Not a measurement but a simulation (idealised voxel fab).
Presented below is a process module, voxel gate over fins.
The cross-section shown here is cut; it is 160 nm wide and divided into square cells measuring 5 nm on a side.
In what follows, cross-sections appear as grids of square cells, described through bands that run from the top down, where every band is one or more rows of cells. Read a band's entry like this: the first values are the height of its top and the height of its bottom in nm, and what follows is the sequence of materials from left to right, each with its width in nm. Note that "empty" is empty space, and that a single material marked "throughout" reaches across the band from edge to edge. Ref level 0: as-received wafer is one material below here. Bottom band extends down with no lower bound ("0 nm and below"). A width given as "30 to 40" starts at the first number in the band's top row and ends at the second number in its bottom row, shifting by an equal amount at every step from row to row. When a step is marked "remained unchanged", none of the cells in the cross-section changed during that step. "Trapped void list": empty spaces of 8 cells or more with no open way to the top, each given as width x height at distance, distance from the left edge, all in nm. Post-settings text on a step line: simulator's own remark regarding the step. A step line may carry the setting "overlay nm", which, for steps involving a mask, states the distance by which the mask lay to the right of its intended position; negative values denote displacement to the left.
## Set out below are the planned steps of the process
1. RECEIVE with material Si
2. CONFORMAL_DEP with material SiN, thk nm 10
3. MASKED_ETCH with tone cover, mask id FINS, width nm 15, pitch nm 60, etch materials SiN, depth nm 10, overlay nm 0
4. MASKED_ETCH with tone cover, mask id FINS, width nm 15, pitch nm 60, etch materials Si, depth nm 35, overlay nm 0
5. OXIDIZE with depth nm 5
6. FILL_DEP with material SiO2, thk nm 15
7. CMP with height nm 10
8. MASKED_ETCH with tone open, mask id RAIL, width nm 15, etch materials SiO2, depth nm 40, overlay nm 0
9. CONFORMAL_DEP with material TiN, thk nm 5
10. FILL_DEP with material Ru, thk nm 5
11. CMP with height nm 10
12. SELECTIVE_ETCH with etch materials W Ru TiN, depth nm 25
13. FILL_DEP with material SiO2, thk nm 5
14. CMP with height nm 10
15. SELECTIVE_ETCH with etch materials SiO2, depth nm 20
16. STRIP with etch materials SiN
17. CONFORMAL_DEP with material HfO2, thk nm 5
18. CONFORMAL_DEP with material TiN, thk nm 5
19. CONFORMAL_DEP with material TiAl, thk nm 5
20. CONFORMAL_DEP with material TiN, thk nm 5
21. FILL_DEP with material W, thk nm 10
22. CMP with height nm 25
23. CONFORMAL_DEP with material SiN, thk nm 10
## The first of two wafers, run as planned
## Received-state cross-section, reflecting completion of step 1
- 0 nm and below: Si throughout
- Trapped void list: none
## Cross-section through the wafer, step 2 finished
- 10 nm to 0 nm: SiN throughout
- Everything under 0 stays put, no change at all.
## Cross-section through the wafer, step 3 finished
- 10 nm to 0 nm: 40 nm empty  15 nm SiN  45 nm empty  15 nm SiN  45 nm empty
- Everything under 0 stays put, no change at all.
## Cross-section through the wafer, step 4 finished
- 10 nm to 0 nm: 40 nm empty  15 nm SiN  45 nm empty  15 nm SiN  45 nm empty
- 0 nm to -35 nm: 40 nm empty  15 nm Si  45 nm empty  15 nm Si  45 nm empty
- Everything under -35 stays put, no change at all.
## Cross-section through the wafer, step 5 finished
- 10 nm to 0 nm: 40 nm empty  15 nm SiN  45 nm empty  15 nm SiN  45 nm empty
- 0 nm to -35 nm: 40 nm empty  5 nm SiO2  5 nm Si  5 nm SiO2  45 nm empty  5 nm SiO2  5 nm Si  5 nm SiO2  45 nm empty
- -35 nm to -40 nm: 45 nm SiO2  5 nm Si  55 nm SiO2  5 nm Si  50 nm SiO2
- Everything under -40 stays put, no change at all.
## Cross-section through the wafer, step 6 finished
- 25 nm to 10 nm: SiO2 throughout
- 10 nm to 0 nm: 40 nm SiO2  15 nm SiN  45 nm SiO2  15 nm SiN  45 nm SiO2
- 0 nm to -40 nm: 45 nm SiO2  5 nm Si  55 nm SiO2  5 nm Si  50 nm SiO2
- Everything under -40 stays put, no change at all.
## Cross-section through the wafer, step 7 finished
- 10 nm to 0 nm: 40 nm SiO2  15 nm SiN  45 nm SiO2  15 nm SiN  45 nm SiO2
- Everything under 0 stays put, no change at all.
## Cross-section through the wafer, step 8 finished
- 10 nm to 0 nm: 40 nm SiO2  15 nm SiN  15 nm SiO2  15 nm empty  15 nm SiO2  15 nm SiN  45 nm SiO2
- 0 nm to -30 nm: 45 nm SiO2  5 nm Si  20 nm SiO2  15 nm empty  20 nm SiO2  5 nm Si  50 nm SiO2
- Everything under -30 stays put, no change at all.
## Cross-section through the wafer, step 9 finished
- 15 nm to 10 nm: 75 nm TiN  5 nm empty  80 nm TiN
- 10 nm to 0 nm: 40 nm SiO2  15 nm SiN  15 nm SiO2  5 nm TiN  5 nm empty  5 nm TiN  15 nm SiO2  15 nm SiN  45 nm SiO2
- 0 nm to -25 nm: 45 nm SiO2  5 nm Si  20 nm SiO2  5 nm TiN  5 nm empty  5 nm TiN  20 nm SiO2  5 nm Si  50 nm SiO2
- -25 nm to -30 nm: 45 nm SiO2  5 nm Si  20 nm SiO2  15 nm TiN  20 nm SiO2  5 nm Si  50 nm SiO2
- Everything under -30 stays put, no change at all.
## Cross-section through the wafer, step 10 finished
- 20 nm to 15 nm: Ru throughout
- 15 nm to 10 nm: 75 nm TiN  5 nm Ru  80 nm TiN
- 10 nm to 0 nm: 40 nm SiO2  15 nm SiN  15 nm SiO2  5 nm TiN  5 nm Ru  5 nm TiN  15 nm SiO2  15 nm SiN  45 nm SiO2
- 0 nm to -25 nm: 45 nm SiO2  5 nm Si  20 nm SiO2  5 nm TiN  5 nm Ru  5 nm TiN  20 nm SiO2  5 nm Si  50 nm SiO2
- Everything under -25 stays put, no change at all.
## Cross-section through the wafer, step 11 finished
- 10 nm to 0 nm: 40 nm SiO2  15 nm SiN  15 nm SiO2  5 nm TiN  5 nm Ru  5 nm TiN  15 nm SiO2  15 nm SiN  45 nm SiO2
- Everything under 0 stays put, no change at all.
## Cross-section through the wafer, step 12 finished
- 10 nm to 0 nm: 40 nm SiO2  15 nm SiN  15 nm SiO2  15 nm empty  15 nm SiO2  15 nm SiN  45 nm SiO2
- 0 nm to -15 nm: 45 nm SiO2  5 nm Si  20 nm SiO2  15 nm empty  20 nm SiO2  5 nm Si  50 nm SiO2
- Everything under -15 stays put, no change at all.
## Cross-section through the wafer, step 13 finished
- 15 nm to 10 nm: SiO2 throughout
- 10 nm to 0 nm: 40 nm SiO2  15 nm SiN  45 nm SiO2  15 nm SiN  45 nm SiO2
- 0 nm to -15 nm: 45 nm SiO2  5 nm Si  55 nm SiO2  5 nm Si  50 nm SiO2
- Everything under -15 stays put, no change at all.
## Cross-section through the wafer, step 14 finished
- 10 nm to 0 nm: 40 nm SiO2  15 nm SiN  45 nm SiO2  15 nm SiN  45 nm SiO2
- Everything under 0 stays put, no change at all.
## Cross-section through the wafer, step 15 finished
- 10 nm to 0 nm: 40 nm empty  15 nm SiN  45 nm empty  15 nm SiN  45 nm empty
- 0 nm to -10 nm: 45 nm empty  5 nm Si  55 nm empty  5 nm Si  50 nm empty
- Everything under -10 stays put, no change at all.
## Cross-section through the wafer, step 16 finished
- 0 nm to -10 nm: 45 nm empty  5 nm Si  55 nm empty  5 nm Si  50 nm empty
- Everything under -10 stays put, no change at all.
## Cross-section through the wafer, step 17 finished
- 5 nm to 0 nm: 40 nm empty  15 nm HfO2  45 nm empty  15 nm HfO2  45 nm empty
- 0 nm to -5 nm: 40 nm empty  5 nm HfO2  5 nm Si  5 nm HfO2  45 nm empty  5 nm HfO2  5 nm Si  5 nm HfO2  45 nm empty
- -5 nm to -10 nm: 45 nm HfO2  5 nm Si  55 nm HfO2  5 nm Si  50 nm HfO2
- Everything under -10 stays put, no change at all.
## Cross-section through the wafer, step 18 finished
- 10 nm to 5 nm: 35 nm empty  25 nm TiN  35 nm empty  25 nm TiN  40 nm empty
- 5 nm to 0 nm: 35 nm empty  5 nm TiN  15 nm HfO2  5 nm TiN  35 nm empty  5 nm TiN  15 nm HfO2  5 nm TiN  40 nm empty
- 0 nm to -5 nm: 40 nm TiN  5 nm HfO2  5 nm Si  5 nm HfO2  45 nm TiN  5 nm HfO2  5 nm Si  5 nm HfO2  45 nm TiN
- Everything under -5 stays put, no change at all.
## Cross-section through the wafer, step 19 finished
- 15 nm to 10 nm: 30 nm empty  35 nm TiAl  25 nm empty  35 nm TiAl  35 nm empty
- 10 nm to 5 nm: 30 nm empty  5 nm TiAl  25 nm TiN  5 nm TiAl  25 nm empty  5 nm TiAl  25 nm TiN  5 nm TiAl  35 nm empty
- 5 nm to 0 nm: 35 nm TiAl  5 nm TiN  15 nm HfO2  5 nm TiN  35 nm TiAl  5 nm TiN  15 nm HfO2  5 nm TiN  40 nm TiAl
- Everything under 0 stays put, no change at all.
## Cross-section through the wafer, step 20 finished
- 20 nm to 15 nm: 25 nm empty  45 nm TiN  15 nm empty  45 nm TiN  30 nm empty
- 15 nm to 10 nm: 25 nm empty  5 nm TiN  35 nm TiAl  5 nm TiN  15 nm empty  5 nm TiN  35 nm TiAl  5 nm TiN  30 nm empty
- 10 nm to 5 nm: 30 nm TiN  5 nm TiAl  25 nm TiN  5 nm TiAl  25 nm TiN  5 nm TiAl  25 nm TiN  5 nm TiAl  35 nm TiN
- Everything under 5 stays put, no change at all.
## Cross-section through the wafer, step 21 finished
- 30 nm to 20 nm: W throughout
- 20 nm to 15 nm: 25 nm W  45 nm TiN  15 nm W  45 nm TiN  30 nm W
- 15 nm to 10 nm: 25 nm W  5 nm TiN  35 nm TiAl  5 nm TiN  15 nm W  5 nm TiN  35 nm TiAl  5 nm TiN  30 nm W
- Everything under 10 stays put, no change at all.
## Cross-section through the wafer, step 22 finished
- 25 nm to 20 nm: W throughout
- Everything under 20 stays put, no change at all.
## Cross-section through the wafer, step 23 finished
- 35 nm to 25 nm: SiN throughout
- Everything under 25 stays put, no change at all.
## Regarding the second of the two wafers: it shared the first wafer's starting condition and process plan, yet one error occurred during its execution. Its history coincides with that of the first wafer up to and including step 17
## X-section, second wafer, when step 18 was due to finish
- 10 nm to 5 nm: 35 nm empty  25 nm TiAl  35 nm empty  25 nm TiAl  40 nm empty
- 5 nm to 0 nm: 35 nm empty  5 nm TiAl  15 nm HfO2  5 nm TiAl  35 nm empty  5 nm TiAl  15 nm HfO2  5 nm TiAl  40 nm empty
- 0 nm to -5 nm: 40 nm TiAl  5 nm HfO2  5 nm Si  5 nm HfO2  45 nm TiAl  5 nm HfO2  5 nm Si  5 nm HfO2  45 nm TiAl
- Everything under -5 stays put, no change at all.
## X-section, second wafer, when step 19 was due to finish
- 15 nm to 10 nm: 30 nm empty  35 nm TiN  25 nm empty  35 nm TiN  35 nm empty
- 10 nm to 5 nm: 30 nm empty  5 nm TiN  25 nm TiAl  5 nm TiN  25 nm empty  5 nm TiN  25 nm TiAl  5 nm TiN  35 nm empty
- 5 nm to 0 nm: 35 nm TiN  5 nm TiAl  15 nm HfO2  5 nm TiAl  35 nm TiN  5 nm TiAl  15 nm HfO2  5 nm TiAl  40 nm TiN
- Everything under 0 stays put, no change at all.
## X-section, second wafer, when step 20 was due to finish
- 20 nm to 10 nm: 25 nm empty  45 nm TiN  15 nm empty  45 nm TiN  30 nm empty
- 10 nm to 5 nm: 35 nm TiN  25 nm TiAl  35 nm TiN  25 nm TiAl  40 nm TiN
- Everything under 5 stays put, no change at all.
## X-section, second wafer, when step 21 was due to finish
- 30 nm to 20 nm: W throughout
- 20 nm to 10 nm: 25 nm W  45 nm TiN  15 nm W  45 nm TiN  30 nm W
- Everything under 10 stays put, no change at all.
## X-section, second wafer, when step 22 was due to finish
- 25 nm to 20 nm: W throughout
- Everything under 20 stays put, no change at all.
## X-section, second wafer, when step 23 was due to finish
- 35 nm to 25 nm: SiN throughout
- Everything under 25 stays put, no change at all.
So what did we get wrong on this run? contrary to the plan, steps 18 and 19 were processed in exchanged order
In the final comparison it is observed that the number of cells assigned to each material is identical for the two wafers, whereas their placement is not.
